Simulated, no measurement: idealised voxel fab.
Process module in this document: voxel gate over fins
The figure presents cross-section cut, which has a width of 255 nm and is divided into square cells with an edge length of 5 nm.
Notation: cross-section as square-cell grid; stated in bands, top first, going down; one or more cell rows per band.
In this notation a band is specified by the heights of its top and bottom, in that order and in nm, after which its materials appear from left to right, each paired with its width in nm. The word "full width" attached to a single material means that material fills the band from edge to edge; the word "air" stands for empty space.
Heights from 0 (as-received wafer is one material below). Bottom band endless downward, as "z 0 and below".
So if you see something like "30 to 40" for the width, read it as the top row of the band sitting at the first number and the bottom row at the second, with every row in between moving by the same amount as the last.
Any step labelled "same as before" changed none of the cells in the cross-section.
The list in "Trapped voids" covers empty spaces of 8 cells or more that cannot reach the top through any open way, and it gives each as width x height at distance; the distance is from the left edge, and width, height and distance are in nm.
Anything after a step's settings on that line? It's the simulator's own note about the step.
"overlay nm", when on a step's line for a step with a mask, measures how far to the right of its planned place the mask lay; a negative measure means to the left.
List of planned process steps:
1: RECEIVE,material Si
2: CONFORMAL_DEP,material SiN,thk nm 5
3: DIRECTIONAL_DEP,material aC,thk nm 15
4: PATTERN,tone cover,mask id FINS,material resist,width nm 15,pitch nm 50,thk nm 30,overlay nm 0
5: DIRECTIONAL_ETCH,etch materials aC,depth nm 15
6: STRIP,etch materials resist
7: DIRECTIONAL_ETCH,etch materials SiN,depth nm 5
8: DIRECTIONAL_ETCH,etch materials Si,depth nm 40
9: STRIP,etch materials aC
10: OXIDIZE,depth nm 5
11: FILL_DEP,material SiO2,thk nm 15
12: CMP,height nm 5
13: PATTERN,tone open,mask id RAIL,material resist,width nm 15,thk nm 15,overlay nm 0
14: DIRECTIONAL_ETCH,etch materials SiO2,depth nm 40
15: STRIP,etch materials resist
16: CONFORMAL_DEP,material TiN,thk nm 5
17: FILL_DEP,material Ru,thk nm 10
18: CMP,height nm 5
19: SELECTIVE_ETCH,etch materials W Ru TiN,depth nm 25
20: FILL_DEP,material SiO2,thk nm 5
21: CMP,height nm 5
22: SELECTIVE_ETCH,etch materials SiO2,depth nm 15
23: STRIP,etch materials SiN
24: CONFORMAL_DEP,material HfO2,thk nm 5
25: CONFORMAL_DEP,material TiN,thk nm 5
26: CONFORMAL_DEP,material TiAl,thk nm 5
27: CONFORMAL_DEP,material TiN,thk nm 5
28: FILL_DEP,material W,thk nm 10
29: CMP,height nm 25
30: CONFORMAL_DEP,material SiN,thk nm 5
So this is the incoming wafer in cross-section - it's already been through step 1:
    z 0 and below  Si full width
    Trapped voids: none
Run as planned - first of the two wafers cross-sectioned at the end of the module:
    z 30 to 25  SiN full width
    z 25 to 20  W full width
    z 20 to 15  55 W; 45 TiN; 5 W; 45 TiN; 5 W; 45 TiN; 55 W
    z 15 to 10  55 W; 5 TiN; 35 TiAl; 5 TiN; 5 W; 5 TiN; 35 TiAl; 5 TiN; 5 W; 5 TiN; 35 TiAl; 5 TiN; 55 W
    z 10 to 5  60 TiN; 5 TiAl; 25 TiN; 5 TiAl; 15 TiN; 5 TiAl; 25 TiN; 5 TiAl; 15 TiN; 5 TiAl; 25 TiN; 5 TiAl; 60 TiN
    z 5 to 0  65 TiAl; 5 TiN; 15 HfO2; 5 TiN; 25 TiAl; 5 TiN; 15 HfO2; 5 TiN; 25 TiAl; 5 TiN; 15 HfO2; 5 TiN; 65 TiAl
    z 0 to -5  70 TiN; 5 HfO2; 5 Si; 5 HfO2; 35 TiN; 5 HfO2; 5 Si; 5 HfO2; 35 TiN; 5 HfO2; 5 Si; 5 HfO2; 70 TiN
    z -5 to -10  75 HfO2; 5 Si; 45 HfO2; 5 Si; 45 HfO2; 5 Si; 75 HfO2
    z -10 to -20  75 SiO2; 5 Si; 45 SiO2; 5 Si; 45 SiO2; 5 Si; 75 SiO2
    z -20 to -30  75 SiO2; 5 Si; 15 SiO2; 5 TiN; 5 Ru; 5 TiN; 15 SiO2; 5 Si; 45 SiO2; 5 Si; 75 SiO2
    z -30 to -35  75 SiO2; 5 Si; 15 SiO2; 15 TiN; 15 SiO2; 5 Si; 45 SiO2; 5 Si; 75 SiO2
    z -35 to -45  75 SiO2; 5 Si; 45 SiO2; 5 Si; 45 SiO2; 5 Si; 75 SiO2
    z -45 and below  Si full width
    Trapped voids: none
Wafer two, sectioned after the module: the first wafer's start, the first wafer's plan, and one mistake in how it was run:
    z 30 to 25  SiO2 full width
    z 25 to 20  W full width
    z 20 to 15  55 W; 45 TiN; 5 W; 45 TiN; 5 W; 45 TiN; 55 W
    z 15 to 10  55 W; 5 TiN; 35 TiAl; 5 TiN; 5 W; 5 TiN; 35 TiAl; 5 TiN; 5 W; 5 TiN; 35 TiAl; 5 TiN; 55 W
    z 10 to 5  60 TiN; 5 TiAl; 25 TiN; 5 TiAl; 15 TiN; 5 TiAl; 25 TiN; 5 TiAl; 15 TiN; 5 TiAl; 25 TiN; 5 TiAl; 60 TiN
    z 5 to 0  65 TiAl; 5 TiN; 15 HfO2; 5 TiN; 25 TiAl; 5 TiN; 15 HfO2; 5 TiN; 25 TiAl; 5 TiN; 15 HfO2; 5 TiN; 65 TiAl
    z 0 to -5  70 TiN; 5 HfO2; 5 Si; 5 HfO2; 35 TiN; 5 HfO2; 5 Si; 5 HfO2; 35 TiN; 5 HfO2; 5 Si; 5 HfO2; 70 TiN
    z -5 to -10  75 HfO2; 5 Si; 45 HfO2; 5 Si; 45 HfO2; 5 Si; 75 HfO2
    z -10 to -20  75 SiO2; 5 Si; 45 SiO2; 5 Si; 45 SiO2; 5 Si; 75 SiO2
    z -20 to -30  75 SiO2; 5 Si; 15 SiO2; 5 TiN; 5 Ru; 5 TiN; 15 SiO2; 5 Si; 45 SiO2; 5 Si; 75 SiO2
    z -30 to -35  75 SiO2; 5 Si; 15 SiO2; 15 TiN; 15 SiO2; 5 Si; 45 SiO2; 5 Si; 75 SiO2
    z -35 to -45  75 SiO2; 5 Si; 45 SiO2; 5 Si; 45 SiO2; 5 Si; 75 SiO2
    z -45 and below  Si full width
    Trapped voids: none
The mistake made against the process plan was this: step 30, actual vs plan mismatch, actual run CONFORMAL_DEP,material SiO2,thk nm 5
Final tally in cells, some materials are higher or lower on the second wafer than on the first: SiN -51, SiO2 +51
